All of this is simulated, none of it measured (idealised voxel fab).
process module | voxel wiring stack
In the cross-section labelled cut, the width is 180 nm and each square cell is 5 nm.
When this document writes out a cross-section, it uses a grid of square cells and lists it as bands, beginning at the top and moving down, with a band standing for one or more rows of cells.
Quick guide to a band line: top height, bottom height (nm) up front; then every material left to right with its width in nm. Only one material and it's marked "full width"? Then it fills the band edge to edge. And "blank" just means empty space.
Beneath 0, the wafer as received is one material, and that level is where height counting begins. The lowest band goes on downward without a bottom; it is written like "from 0 down".
A width given as "30 to 40" starts at the first number in the band's top row and ends at the second number in its bottom row, shifting by an equal amount at every step from row to row.
Reading "no change occurred" for a step: not a cell of the cross-section changed in it.
In the "Trapped cavities" entry, you get each enclosed empty space of 8 cells or more, one with no open way to the top, written width x height at distance, distance from the left edge, in nm.
Past the settings on a step's line: simulator remark, on that step.
overlay nm: mask offset rightward from planned place, masked step; negative means leftward offset.
Listed below are the process steps as planned:
1) RECEIVE, material Si
2) CONFORMAL_DEP, material SiO2, thk nm 10
3) CONFORMAL_DEP, material SiN, thk nm 5
4) DIRECTIONAL_DEP, material SiO2, thk nm 25
5) MASKED_ETCH, tone open, mask id METAL_1, width nm 30, pitch nm 55, etch materials SiO2, depth nm 25, overlay nm 0
6) MASKED_ETCH, tone open, mask id METAL_1, width nm 30, pitch nm 55, etch materials SiN, depth nm 5, overlay nm 0
7) CONFORMAL_DEP, material TiN, thk nm 5
8) FILL_DEP, material Cu, thk nm 5
9) CMP, height nm 40
10) CONFORMAL_DEP, material SiCN, thk nm 5
11) DIRECTIONAL_DEP, material lowk, thk nm 15
12) DIRECTIONAL_DEP, material aC, thk nm 15
13) PATTERN, tone open, mask id PLUG_1, material resist, width nm 15, thk nm 35, overlay nm 0
14) DIRECTIONAL_ETCH, etch materials aC, depth nm 15
15) STRIP, etch materials resist
16) DIRECTIONAL_ETCH, etch materials lowk, depth nm 15
17) DIRECTIONAL_ETCH, etch materials SiCN, depth nm 5
18) STRIP, etch materials aC
19) EPI, material Ru, thk nm 10
20) EPI, material Ru, thk nm 10
21) CONFORMAL_DEP, material SiCN, thk nm 5
22) DIRECTIONAL_DEP, material SiO2, thk nm 15
23) DIRECTIONAL_DEP, material aC, thk nm 15
24) PATTERN, tone open, mask id METAL_2, material resist, width nm 30, pitch nm 55, thk nm 35, overlay nm 0
25) DIRECTIONAL_ETCH, etch materials aC, depth nm 15
26) STRIP, etch materials resist
27) DIRECTIONAL_ETCH, etch materials SiO2, depth nm 15
28) DIRECTIONAL_ETCH, etch materials SiCN, depth nm 5
29) STRIP, etch materials aC
30) CONFORMAL_DEP, material TiN, thk nm 5
31) FILL_DEP, material W, thk nm 10
32) CMP, height nm 80
33) CONFORMAL_DEP, material SiCN, thk nm 5
34) DIRECTIONAL_DEP, material SiO2, thk nm 15
35) DIRECTIONAL_DEP, material aC, thk nm 15
36) PATTERN, tone open, mask id PLUG_2, material resist, width nm 15, pitch nm 55, thk nm 30, overlay nm 0
37) DIRECTIONAL_ETCH, etch materials aC, depth nm 15
38) STRIP, etch materials resist
39) DIRECTIONAL_ETCH, etch materials SiO2, depth nm 15
40) DIRECTIONAL_ETCH, etch materials SiCN, depth nm 5
41) STRIP, etch materials aC
42) CONFORMAL_DEP, material TiN, thk nm 5
43) FILL_DEP, material Ru, thk nm 5
44) CMP, height nm 100
45) DIRECTIONAL_DEP, material TiN, thk nm 5
46) DIRECTIONAL_DEP, material Ru, thk nm 25
47) MASKED_ETCH, tone cover, mask id METAL_3, width nm 30, pitch nm 55, etch materials Ru, depth nm 25, overlay nm 0
48) MASKED_ETCH, tone cover, mask id METAL_3, width nm 30, pitch nm 55, etch materials TiN, depth nm 5, overlay nm 0
49) CONFORMAL_DEP, material SiCN, thk nm 5
50) FILL_DEP, material SiO2, thk nm 5
51) CMP, height nm 130
52) CONFORMAL_DEP, material SiCN, thk nm 5
53) DIRECTIONAL_DEP, material lowk, thk nm 25
54) PATTERN, tone open, mask id METAL_4_HOLES, material resist, width nm 15, pitch nm 55, thk nm 15, overlay nm 0
55) DIRECTIONAL_ETCH, etch materials lowk, depth nm 25
56) STRIP, etch materials resist
57) MASKED_ETCH, tone open, mask id METAL_4, width nm 30, pitch nm 55, etch materials lowk, depth nm 15, overlay nm 0
58) MASKED_ETCH, tone open, mask id METAL_4, width nm 30, pitch nm 55, etch materials SiCN, depth nm 5, overlay nm 0
59) CONFORMAL_DEP, material TiN, thk nm 5
60) FILL_DEP, material Cu, thk nm 10
61) CMP, height nm 160
62) CONFORMAL_DEP, material SiCN, thk nm 5
Cross-sectional view of the wafer in its as-received condition, corresponding to the state after step 1:
  from 0 down  Si full width
  Trapped cavities: none
As-planned run: cross-section of the first of two wafers at end of module:
  from 165 to 160  SiCN full width
  from 160 to 150  lowk: 45; TiN: 5; Cu: 20; TiN: 5; lowk: 25; TiN: 5; Cu: 20; TiN: 5; lowk: 50
  from 150 to 145  lowk: 45; TiN: 5; Cu: 5; TiN: 20; lowk: 25; TiN: 5; Cu: 5; TiN: 20; lowk: 50
  from 145 to 135  lowk: 45; TiN: 5; Cu: 5; TiN: 5; lowk: 40; TiN: 5; Cu: 5; TiN: 5; lowk: 65
  from 135 to 130  SiCN: 45; TiN: 15; SiCN: 40; TiN: 15; SiCN: 65
  from 130 to 105  SiO2: 40; SiCN: 5; Ru: 30; SiCN: 5; SiO2: 15; SiCN: 5; Ru: 30; SiCN: 5; SiO2: 45
  from 105 to 100  SiCN: 45; TiN: 30; SiCN: 25; TiN: 30; SiCN: 50
  from 100 to 85  SiO2: 45; TiN: 5; Ru: 5; TiN: 5; SiO2: 40; TiN: 5; Ru: 5; TiN: 5; SiO2: 65
  from 85 to 80  SiCN: 45; TiN: 15; SiCN: 40; TiN: 15; SiCN: 65
  from 80 to 65  SiO2: 45; TiN: 5; W: 20; TiN: 5; SiO2: 25; TiN: 5; W: 20; TiN: 5; SiO2: 50
  from 65 to 60  SiCN: 45; TiN: 30; SiCN: 25; TiN: 30; SiCN: 50
  from 60 to 45  lowk: 45; Ru: 15; lowk: 120
  from 45 to 40  SiCN: 45; Ru: 15; SiCN: 120
  from 40 to 15  SiO2: 45; TiN: 5; Cu: 20; TiN: 5; SiO2: 25; TiN: 5; Cu: 20; TiN: 5; SiO2: 50
  from 15 to 10  SiN: 45; TiN: 30; SiN: 25; TiN: 30; SiN: 50
  from 10 to 0  SiO2 full width
  from 0 down  Si full width
  Trapped cavities: none
What the second wafer looks like in cross-section once the module is done. Its start and its plan matched the first wafer's exactly; what differed was one mistake in how it was run:
  from 165 to 160  SiCN full width
  from 160 to 150  lowk: 45; TiN: 5; Cu: 20; TiN: 5; lowk: 25; TiN: 5; Cu: 20; TiN: 5; lowk: 50
  from 150 to 145  lowk: 45; TiN: 5; Cu: 5; TiN: 20; lowk: 25; TiN: 5; Cu: 5; TiN: 20; lowk: 50
  from 145 to 135  lowk: 45; TiN: 5; Cu: 5; TiN: 5; lowk: 40; TiN: 5; Cu: 5; TiN: 5; lowk: 65
  from 135 to 130  SiCN: 45; TiN: 15; SiCN: 40; TiN: 15; SiCN: 65
  from 130 to 105  SiO2: 40; SiCN: 5; Ru: 30; SiCN: 5; SiO2: 15; SiCN: 5; Ru: 30; SiCN: 5; SiO2: 45
  from 105 to 100  SiCN: 45; TiN: 30; SiCN: 25; TiN: 30; SiCN: 50
  from 100 to 85  SiO2: 45; TiN: 5; Ru: 5; TiN: 5; SiO2: 40; TiN: 5; Ru: 5; TiN: 5; SiO2: 65
  from 85 to 80  SiCN: 45; TiN: 15; SiCN: 40; TiN: 15; SiCN: 65
  from 80 to 65  SiO2: 45; TiN: 5; W: 20; TiN: 5; SiO2: 25; TiN: 5; W: 20; TiN: 5; SiO2: 50
  from 65 to 60  SiCN: 45; TiN: 30; SiCN: 25; TiN: 30; SiCN: 50
  from 60 to 45  lowk: 45; Ru: 15; lowk: 120
  from 45 to 40  SiCN: 45; Ru: 15; SiCN: 120
  from 40 to 20  SiO2: 45; TiN: 5; Cu: 20; TiN: 5; SiO2: 25; TiN: 5; Cu: 20; TiN: 5; SiO2: 50
  from 20 to 15  SiO2: 45; TiN: 5; Cu: 15; TiN: 10; SiO2: 25; TiN: 5; Cu: 15; TiN: 10; SiO2: 50
  from 15 to 10  SiN: 45; TiN: 25; SiN: 30; TiN: 25; SiN: 55
  from 10 to 0  SiO2 full width
  from 0 down  Si full width
  Trapped cavities: none
Short version of what went wrong: for step 6, the planned setting was not used; the step was instead run as MASKED_ETCH, tone open, mask id METAL_1, width nm 30, pitch nm 55, etch materials SiN, depth nm 5, overlay nm -5
Once processing is complete, comparing cell counts shows that the second wafer has more or fewer of certain materials than the first: -2 Cu; +2 SiN
